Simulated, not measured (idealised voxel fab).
process module | voxel local oxidation
cross-section cut | 170 nm wide | cells 5 nm
A cross-section is a grid of square cells, given in bands from the top down. A band is one or more rows of cells.
Each band's line starts with the height of the band's top and of its bottom, in nm. Then come its materials from left to right, each with its width in nm. One material with "throughout" fills the band from edge to edge. "air" is empty space.
Height 0 is the level under which the wafer as received is all one material. The lowest band goes on downwards, as in "0 down".
A width such as "30 to 40" changes by the same amount from each row of cells to the next, from the band's top row to its bottom row.
"no change" after a step means that no cell of the cross-section changed.
closed voids: empty space of 8 cells or more with no open way to the top, each as width x height at its distance from the left edge, in nm
after a step's settings: what the simulator itself notes on the step
overlay nm, on a step with a mask: how far to the right of its planned place the mask lay; to the left if negative
plan
1 op RECEIVE | material Si
2 op CONFORMAL_DEP | material SiO2 | thk nm 5
3 op CONFORMAL_DEP | material SiN | thk nm 15
4 op DIRECTIONAL_DEP | material aC | thk nm 15
5 op PATTERN | tone cover | mask id ACTIVE | material resist | width nm 90 | thk nm 30 | overlay nm 0
6 op DIRECTIONAL_ETCH | etch materials aC | depth nm 15
7 op STRIP | etch materials resist
8 op DIRECTIONAL_ETCH | etch materials SiN | depth nm 15
9 op STRIP | etch materials aC
10 op SELECTIVE_ETCH | etch materials SiO2 | depth nm 5
11 op OXIDIZE | depth nm 10
12 op STRIP | etch materials SiN
varied across the wafers: width nm of step 5. The plan shows the first wafer's value. All wafers start alike
first wafer as received, after step 1
  0 down: Si throughout
  closed voids: none
first wafer at the end, after step 12
  5 to 0: air 45 | SiO2 80 | air 45
  0 to -10: SiO2 55 | Si 60 | SiO2 55
  -10 down: Si throughout
  closed voids: none
last wafer at the end
  5 to 0: air 35 | SiO2 105 | air 30
  0 to -10: SiO2 45 | Si 85 | SiO2 40
  -10 down: Si throughout
  closed voids: none
each wafer at the end: cells of each material gained (+) or lost (-) since it was received, then its closed voids
width nm 90 | -44 Si | +60 SiO2 | closed voids: none
width nm 95 | -42 Si | +59 SiO2 | closed voids: none
width nm 100 | -40 Si | +58 SiO2 | closed voids: none
width nm 105 | -38 Si | +57 SiO2 | closed voids: none
width nm 110 | -36 Si | +56 SiO2 | closed voids: none
width nm 115 | -34 Si | +55 SiO2 | closed voids: none
